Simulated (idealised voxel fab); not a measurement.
The process module presented herein is designated voxel tone inversion.
cross-section cut | 210 nm wide | cells 5 nm
Each cross-section below is a grid of square cells, stated as bands in top-down order, with one or more rows of cells making up each band.
The band entry comprises the height of the band's top followed by the height of its bottom, expressed in nm, and subsequently the band's materials from left to right, each stated together with its width in nm. Where a single material is marked with the word "everywhere", that material fills the band from edge to edge. The word "blank" represents empty space.
Heads up on the height convention: 0 is the point under which the incoming wafer is all one material, and the lowest band has no bottom, it just keeps going down, like "0 and below".
Width spec "30->40" -> top row of cells at first value, bottom row at second value, equal per-row change in between.
Step marked "remained the same"? Then no cell in the cross-section changed in it.
Empty spaces counting at least 8 cells and having no open way to the top are listed in "Enclosed void inventory". The notation width x height at distance is used for each, the distance being from the left edge and all three values in nm.
Heads up: the bit after the settings on a step's line is the simulator's remark on that step.
Regarding "overlay nm": on a step with a mask, it is the distance the mask lay to the right of its planned place; a negative value places it to the left.
These are the steps we planned for the process:
1 RECEIVE: material Si
2 CONFORMAL_DEP: material SiCN, thk nm 5
3 DIRECTIONAL_DEP: material aC, thk nm 20
4 PATTERN: tone cover, mask id POSTS, material resist, width nm 15, pitch nm 45, thk nm 30, overlay nm 0
5 DIRECTIONAL_ETCH: etch materials aC, depth nm 20
6 STRIP: etch materials resist
7 FILL_DEP: material SiO2, thk nm 5
8 CMP: height nm 25
9 STRIP: etch materials aC
First wafer of two (run as planned):
Shown in cross-section is the wafer as received, that is, as it stands after step 1:
0 and below | Si everywhere
Enclosed void inventory: none
Cross-section of the wafer after step 2:
5 down to 0 | SiCN everywhere
Below 0, the layers are the same as they were.
Cross-section of the wafer after step 3:
25 down to 5 | aC everywhere
Below 5, the layers are the same as they were.
Cross-section of the wafer after step 4:
55 down to 25 | 75 of blank, then 15 of resist, then 30 of blank, then 15 of resist, then 75 of blank
Below 25, the layers are the same as they were.
Cross-section of the wafer after step 5:
35 down to 25 | 75 of blank, then 15 of resist, then 30 of blank, then 15 of resist, then 75 of blank
25 down to 5 | 75 of blank, then 15 of aC, then 30 of blank, then 15 of aC, then 75 of blank
Below 5, the layers are the same as they were.
Cross-section of the wafer after step 6:
25 down to 5 | 75 of blank, then 15 of aC, then 30 of blank, then 15 of aC, then 75 of blank
Below 5, the layers are the same as they were.
Cross-section of the wafer after step 7:
30 down to 25 | SiO2 everywhere
25 down to 5 | 75 of SiO2, then 15 of aC, then 30 of SiO2, then 15 of aC, then 75 of SiO2
Below 5, the layers are the same as they were.
Cross-section of the wafer after step 8:
25 down to 5 | 75 of SiO2, then 15 of aC, then 30 of SiO2, then 15 of aC, then 75 of SiO2
Below 5, the layers are the same as they were.
Cross-section of the wafer after step 9:
25 down to 5 | 75 of SiO2, then 15 of blank, then 30 of SiO2, then 15 of blank, then 75 of SiO2
Below 5, the layers are the same as they were.
The second wafer: identical to the first at the outset and in its planned sequence, differing only in that one mistake was made during processing; up to and including step 1, its path is the first wafer's path:
Second wafer, cross-section, planned end of step 2: remained the same
Second wafer, cross-section, planned end of step 3:
20 down to 0 | aC everywhere
Below 0, the layers are the same as they were.
Second wafer, cross-section, planned end of step 4:
50 down to 20 | 75 of blank, then 15 of resist, then 30 of blank, then 15 of resist, then 75 of blank
Below 20, the layers are the same as they were.
Second wafer, cross-section, planned end of step 5:
30 down to 20 | 75 of blank, then 15 of resist, then 30 of blank, then 15 of resist, then 75 of blank
20 down to 0 | 75 of blank, then 15 of aC, then 30 of blank, then 15 of aC, then 75 of blank
Below 0, the layers are the same as they were.
Second wafer, cross-section, planned end of step 6:
20 down to 0 | 75 of blank, then 15 of aC, then 30 of blank, then 15 of aC, then 75 of blank
Below 0, the layers are the same as they were.
Second wafer, cross-section, planned end of step 7:
25 down to 20 | SiO2 everywhere
20 down to 0 | 75 of SiO2, then 15 of aC, then 30 of SiO2, then 15 of aC, then 75 of SiO2
Below 0, the layers are the same as they were.
Second wafer, cross-section, planned end of step 8: remained the same
Second wafer, cross-section, planned end of step 9: remained the same
Misprocessing identified: step 2 of the plan was jumped over and never run
The closing comparison, in cells, has the second wafer with more or fewer of some materials than the first: -42 SiCN; +42 SiO2; +24 aC
